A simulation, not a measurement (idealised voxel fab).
voxel capacitor over wiring: a process module
Displayed cross-section: cut, width of 220 nm, square cells sized 5 nm.
A cross-section is written here as square cells arranged in a grid, and it is given in bands from the top down, each band taking up one or more rows of cells. Heights first: top, then bottom, in nm. Then materials, left to right, each with a width in nm. "everywhere" on a single material: fills the band edge to edge. "blank": empty space. Basically, 0 is our baseline, since under it the wafer straight out of the box is all one material. The bottom band has no lower end and keeps on going down, so it looks like "top 0, no bottom". So if you see something like "30 to 40" for the width, read it as the top row of the band sitting at the first number and the bottom row at the second, with every row in between moving by the same amount as the last. Take "nothing changed" at face value: in the step it is given for, the cross-section changed in none of its cells. Entry "Entrapped voids" = empty spaces >= 8 cells with no open way to the top; each as width x height at distance, distance from left edge, all nm. If you see something after the settings on a step's line, that's the simulator's own remark about that step. Steps that use a mask can have "overlay nm" on their line. It says how far the mask sat to the right of where it was meant to be. Negative means to the left.

## Steps in the process plan
- 1: RECEIVE with material Si
- 2: CONFORMAL_DEP with material SiO2, thk nm 15
- 3: CONFORMAL_DEP with material SiN, thk nm 5
- 4: DIRECTIONAL_DEP with material SiO2, thk nm 15
- 5: DIRECTIONAL_DEP with material aC, thk nm 10
- 6: PATTERN with tone open, mask id METAL_1, material resist, width nm 25, pitch nm 95, thk nm 30, overlay nm 0
- 7: DIRECTIONAL_ETCH with etch materials aC, depth nm 10
- 8: STRIP with etch materials resist
- 9: DIRECTIONAL_ETCH with etch materials SiO2, depth nm 15
- 10: DIRECTIONAL_ETCH with etch materials SiN, depth nm 5
- 11: STRIP with etch materials aC
- 12: CONFORMAL_DEP with material TiN, thk nm 5
- 13: FILL_DEP with material W, thk nm 10
- 14: CMP with height nm 35
- 15: CONFORMAL_DEP with material SiCN, thk nm 5
- 16: DIRECTIONAL_DEP with material lowk, thk nm 15
- 17: MASKED_ETCH with tone open, mask id PLUG_1, width nm 15, etch materials lowk, depth nm 15, overlay nm 0
- 18: MASKED_ETCH with tone open, mask id PLUG_1, width nm 15, etch materials SiCN, depth nm 5, overlay nm 0
- 19: EPI with material Ru, thk nm 10
- 20: EPI with material Ru, thk nm 10
- 21: DIRECTIONAL_DEP with material TiN, thk nm 5
- 22: DIRECTIONAL_DEP with material HfO2, thk nm 5
- 23: DIRECTIONAL_DEP with material TiN, thk nm 5
- 24: DIRECTIONAL_DEP with material aC, thk nm 10
- 25: PATTERN with tone cover, mask id UPPER_PLATE, material resist, width nm 75, thk nm 30, overlay nm 0
- 26: DIRECTIONAL_ETCH with etch materials aC, depth nm 10
- 27: STRIP with etch materials resist
- 28: DIRECTIONAL_ETCH with etch materials TiN, depth nm 5
- 29: DIRECTIONAL_ETCH with etch materials HfO2, depth nm 5
- 30: STRIP with etch materials aC
- 31: PATTERN with tone cover, mask id LOWER_PLATE, material resist, width nm 85, thk nm 15, overlay nm 0
- 32: DIRECTIONAL_ETCH with etch materials TiN, depth nm 5
- 33: STRIP with etch materials resist
- 34: FILL_DEP with material SiO2, thk nm 20
- 35: CMP with height nm 85
- 36: DIRECTIONAL_DEP with material aC, thk nm 10
- 37: PATTERN with tone open, mask id PLUG_2, material resist, width nm 15, thk nm 30, overlay nm 0
- 38: DIRECTIONAL_ETCH with etch materials aC, depth nm 10
- 39: STRIP with etch materials resist
- 40: DIRECTIONAL_ETCH with etch materials SiO2, depth nm 15
- 41: STRIP with etch materials aC
- 42: CONFORMAL_DEP with material TiN, thk nm 5
- 43: FILL_DEP with material Cu, thk nm 10
- 44: CMP with height nm 85
- 45: CONFORMAL_DEP with material SiCN, thk nm 5

## First of two wafers: run as planned

## As-received wafer cross-section (after step 1)
	top 0, no bottom = Si everywhere
	Entrapped voids: none

## State of the wafer after step 2, shown in cross-section
	top 15, bottom 0 = SiO2 everywhere
	Everything below 0 is unchanged.

## State of the wafer after step 3, shown in cross-section
	top 20, bottom 15 = SiN everywhere
	Everything below 15 is unchanged.

## State of the wafer after step 4, shown in cross-section
	top 35, bottom 20 = SiO2 everywhere
	Everything below 20 is unchanged.

## State of the wafer after step 5, shown in cross-section
	top 45, bottom 35 = aC everywhere
	Everything below 35 is unchanged.

## State of the wafer after step 6, shown in cross-section
	top 75, bottom 45 = 50 of resist; 25 of blank; 70 of resist; 25 of blank; 50 of resist
	Everything below 45 is unchanged.

## State of the wafer after step 7, shown in cross-section
	top 65, bottom 45 = 50 of resist; 25 of blank; 70 of resist; 25 of blank; 50 of resist
	top 45, bottom 35 = 50 of aC; 25 of blank; 70 of aC; 25 of blank; 50 of aC
	Everything below 35 is unchanged.

## State of the wafer after step 8, shown in cross-section
	top 45, bottom 35 = 50 of aC; 25 of blank; 70 of aC; 25 of blank; 50 of aC
	Everything below 35 is unchanged.

## State of the wafer after step 9, shown in cross-section
	top 45, bottom 35 = 50 of aC; 25 of blank; 70 of aC; 25 of blank; 50 of aC
	top 35, bottom 20 = 50 of SiO2; 25 of blank; 70 of SiO2; 25 of blank; 50 of SiO2
	Everything below 20 is unchanged.

## State of the wafer after step 10, shown in cross-section
	top 45, bottom 35 = 50 of aC; 25 of blank; 70 of aC; 25 of blank; 50 of aC
	top 35, bottom 20 = 50 of SiO2; 25 of blank; 70 of SiO2; 25 of blank; 50 of SiO2
	top 20, bottom 15 = 50 of SiN; 25 of blank; 70 of SiN; 25 of blank; 50 of SiN
	Everything below 15 is unchanged.

## State of the wafer after step 11, shown in cross-section
	top 35, bottom 20 = 50 of SiO2; 25 of blank; 70 of SiO2; 25 of blank; 50 of SiO2
	Everything below 20 is unchanged.

## State of the wafer after step 12, shown in cross-section
	top 40, bottom 35 = 55 of TiN; 15 of blank; 80 of TiN; 15 of blank; 55 of TiN
	top 35, bottom 20 = 50 of SiO2; 5 of TiN; 15 of blank; 5 of TiN; 70 of SiO2; 5 of TiN; 15 of blank; 5 of TiN; 50 of SiO2
	top 20, bottom 15 = 50 of SiN; 25 of TiN; 70 of SiN; 25 of TiN; 50 of SiN
	Everything below 15 is unchanged.

## State of the wafer after step 13, shown in cross-section
	top 50, bottom 40 = W everywhere
	top 40, bottom 35 = 55 of TiN; 15 of W; 80 of TiN; 15 of W; 55 of TiN
	top 35, bottom 20 = 50 of SiO2; 5 of TiN; 15 of W; 5 of TiN; 70 of SiO2; 5 of TiN; 15 of W; 5 of TiN; 50 of SiO2
	Everything below 20 is unchanged.

## State of the wafer after step 14, shown in cross-section
	top 35, bottom 20 = 50 of SiO2; 5 of TiN; 15 of W; 5 of TiN; 70 of SiO2; 5 of TiN; 15 of W; 5 of TiN; 50 of SiO2
	Everything below 20 is unchanged.

## State of the wafer after step 15, shown in cross-section
	top 40, bottom 35 = SiCN everywhere
	Everything below 35 is unchanged.

## State of the wafer after step 16, shown in cross-section
	top 55, bottom 40 = lowk everywhere
	Everything below 40 is unchanged.

## State of the wafer after step 17, shown in cross-section
	top 55, bottom 40 = 60 of lowk; 15 of blank; 145 of lowk
	Everything below 40 is unchanged.

## State of the wafer after step 18, shown in cross-section
	top 55, bottom 40 = 60 of lowk; 15 of blank; 145 of lowk
	top 40, bottom 35 = 60 of SiCN; 15 of blank; 145 of SiCN
	Everything below 35 is unchanged.

## State of the wafer after step 19, shown in cross-section
	top 55, bottom 45 = 60 of lowk; 15 of blank; 145 of lowk
	top 45, bottom 40 = 60 of lowk; 15 of Ru; 145 of lowk
	top 40, bottom 35 = 60 of SiCN; 15 of Ru; 145 of SiCN
	Everything below 35 is unchanged.

## State of the wafer after step 20, shown in cross-section
	top 55, bottom 40 = 60 of lowk; 15 of Ru; 145 of lowk
	Everything below 40 is unchanged.

## State of the wafer after step 21, shown in cross-section
	top 60, bottom 55 = TiN everywhere
	Everything below 55 is unchanged.

## State of the wafer after step 22, shown in cross-section
	top 65, bottom 60 = HfO2 everywhere
	Everything below 60 is unchanged.

## State of the wafer after step 23, shown in cross-section
	top 70, bottom 65 = TiN everywhere
	Everything below 65 is unchanged.

## State of the wafer after step 24, shown in cross-section
	top 80, bottom 70 = aC everywhere
	Everything below 70 is unchanged.

## State of the wafer after step 25, shown in cross-section
	top 110, bottom 80 = 60 of blank; 75 of resist; 85 of blank
	Everything below 80 is unchanged.

## State of the wafer after step 26, shown in cross-section
	top 100, bottom 80 = 60 of blank; 75 of resist; 85 of blank
	top 80, bottom 70 = 60 of blank; 75 of aC; 85 of blank
	Everything below 70 is unchanged.

## State of the wafer after step 27, shown in cross-section
	top 80, bottom 70 = 60 of blank; 75 of aC; 85 of blank
	Everything below 70 is unchanged.

## State of the wafer after step 28, shown in cross-section
	top 80, bottom 70 = 60 of blank; 75 of aC; 85 of blank
	top 70, bottom 65 = 60 of blank; 75 of TiN; 85 of blank
	Everything below 65 is unchanged.

## State of the wafer after step 29, shown in cross-section
	top 80, bottom 70 = 60 of blank; 75 of aC; 85 of blank
	top 70, bottom 65 = 60 of blank; 75 of TiN; 85 of blank
	top 65, bottom 60 = 60 of blank; 75 of HfO2; 85 of blank
	Everything below 60 is unchanged.

## State of the wafer after step 30, shown in cross-section
	top 70, bottom 65 = 60 of blank; 75 of TiN; 85 of blank
	Everything below 65 is unchanged.

## State of the wafer after step 31, shown in cross-section
	top 85, bottom 70 = 55 of blank; 85 of resist; 80 of blank
	top 70, bottom 65 = 55 of blank; 5 of resist; 75 of TiN; 5 of resist; 80 of blank
	top 65, bottom 60 = 55 of blank; 5 of resist; 75 of HfO2; 5 of resist; 80 of blank
	Everything below 60 is unchanged.

## State of the wafer after step 32, shown in cross-section
	top 85, bottom 70 = 55 of blank; 85 of resist; 80 of blank
	top 70, bottom 65 = 55 of blank; 5 of resist; 75 of TiN; 5 of resist; 80 of blank
	top 65, bottom 60 = 55 of blank; 5 of resist; 75 of HfO2; 5 of resist; 80 of blank
	top 60, bottom 55 = 55 of blank; 85 of TiN; 80 of blank
	Everything below 55 is unchanged.

## State of the wafer after step 33, shown in cross-section
	top 70, bottom 65 = 60 of blank; 75 of TiN; 85 of blank
	top 65, bottom 60 = 60 of blank; 75 of HfO2; 85 of blank
	Everything below 60 is unchanged.

## State of the wafer after step 34, shown in cross-section
	top 90, bottom 70 = SiO2 everywhere
	top 70, bottom 65 = 60 of SiO2; 75 of TiN; 85 of SiO2
	top 65, bottom 60 = 60 of SiO2; 75 of HfO2; 85 of SiO2
	top 60, bottom 55 = 55 of SiO2; 85 of TiN; 80 of SiO2
	Everything below 55 is unchanged.

## State of the wafer after step 35, shown in cross-section
	top 85, bottom 70 = SiO2 everywhere
	Everything below 70 is unchanged.

## State of the wafer after step 36, shown in cross-section
	top 95, bottom 85 = aC everywhere
	Everything below 85 is unchanged.

## State of the wafer after step 37, shown in cross-section
	top 125, bottom 95 = 70 of resist; 15 of blank; 135 of resist
	Everything below 95 is unchanged.

## State of the wafer after step 38, shown in cross-section
	top 115, bottom 95 = 70 of resist; 15 of blank; 135 of resist
	top 95, bottom 85 = 70 of aC; 15 of blank; 135 of aC
	Everything below 85 is unchanged.

## State of the wafer after step 39, shown in cross-section
	top 95, bottom 85 = 70 of aC; 15 of blank; 135 of aC
	Everything below 85 is unchanged.

## State of the wafer after step 40, shown in cross-section
	top 95, bottom 85 = 70 of aC; 15 of blank; 135 of aC
	top 85, bottom 70 = 70 of SiO2; 15 of blank; 135 of SiO2
	Everything below 70 is unchanged.

## State of the wafer after step 41, shown in cross-section
	top 85, bottom 70 = 70 of SiO2; 15 of blank; 135 of SiO2
	Everything below 70 is unchanged.

## State of the wafer after step 42, shown in cross-section
	top 90, bottom 85 = 75 of TiN; 5 of blank; 140 of TiN
	top 85, bottom 75 = 70 of SiO2; 5 of TiN; 5 of blank; 5 of TiN; 135 of SiO2
	top 75, bottom 65 = 70 to 60 of SiO2; 15 to 75 of TiN; 135 to 85 of SiO2
	Everything below 65 is unchanged.

## State of the wafer after step 43, shown in cross-section
	top 100, bottom 90 = Cu everywhere
	top 90, bottom 85 = 75 of TiN; 5 of Cu; 140 of TiN
	top 85, bottom 75 = 70 of SiO2; 5 of TiN; 5 of Cu; 5 of TiN; 135 of SiO2
	Everything below 75 is unchanged.

## State of the wafer after step 44, shown in cross-section
	top 85, bottom 75 = 70 of SiO2; 5 of TiN; 5 of Cu; 5 of TiN; 135 of SiO2
	Everything below 75 is unchanged.

## State of the wafer after step 45, shown in cross-section
	top 90, bottom 85 = SiCN everywhere
	Everything below 85 is unchanged.

## The second wafer was prepared from the same starting point and under the same plan as the first; its processing contained one mistake, and it remains indistinguishable from the first wafer up to and including step 34

## Cross-sectional view of the second wafer at the intended end time of process step 35
	top 80, bottom 70 = SiO2 everywhere
	Everything below 70 is unchanged.

## Cross-sectional view of the second wafer at the intended end time of process step 36
	top 90, bottom 80 = aC everywhere
	Everything below 80 is unchanged.

## Cross-sectional view of the second wafer at the intended end time of process step 37
	top 120, bottom 90 = 70 of resist; 15 of blank; 135 of resist
	Everything below 90 is unchanged.

## Cross-sectional view of the second wafer at the intended end time of process step 38
	top 110, bottom 90 = 70 of resist; 15 of blank; 135 of resist
	top 90, bottom 80 = 70 of aC; 15 of blank; 135 of aC
	Everything below 80 is unchanged.

## Cross-sectional view of the second wafer at the intended end time of process step 39
	top 90, bottom 80 = 70 of aC; 15 of blank; 135 of aC
	Everything below 80 is unchanged.

## Cross-sectional view of the second wafer at the intended end time of process step 40
	top 90, bottom 80 = 70 of aC; 15 of blank; 135 of aC
	top 80, bottom 70 = 70 of SiO2; 15 of blank; 135 of SiO2
	Everything below 70 is unchanged.

## Cross-sectional view of the second wafer at the intended end time of process step 41
	top 80, bottom 70 = 70 of SiO2; 15 of blank; 135 of SiO2
	Everything below 70 is unchanged.

## Cross-sectional view of the second wafer at the intended end time of process step 42
	top 85, bottom 80 = 75 of TiN; 5 of blank; 140 of TiN
	top 80, bottom 75 = 70 of SiO2; 5 of TiN; 5 of blank; 5 of TiN; 135 of SiO2
	top 75, bottom 65 = 70 to 60 of SiO2; 15 to 75 of TiN; 135 to 85 of SiO2
	Everything below 65 is unchanged.

## Cross-sectional view of the second wafer at the intended end time of process step 43
	top 95, bottom 85 = Cu everywhere
	top 85, bottom 80 = 75 of TiN; 5 of Cu; 140 of TiN
	top 80, bottom 75 = 70 of SiO2; 5 of TiN; 5 of Cu; 5 of TiN; 135 of SiO2
	Everything below 75 is unchanged.

## Cross-sectional view of the second wafer at the intended end time of process step 44
	top 85, bottom 80 = 75 of TiN; 5 of Cu; 140 of TiN
	Everything below 80 is unchanged.

## Cross-sectional view of the second wafer at the intended end time of process step 45
	top 90, bottom 85 = SiCN everywhere
	Everything below 85 is unchanged.
What broke from the plan during processing? so step 35 ended up running with a different setting than we planned, it ran as CMP with height nm 80
Final wafer comparison in cells, second versus first, more or fewer per material: SiO2 -41; TiN +41
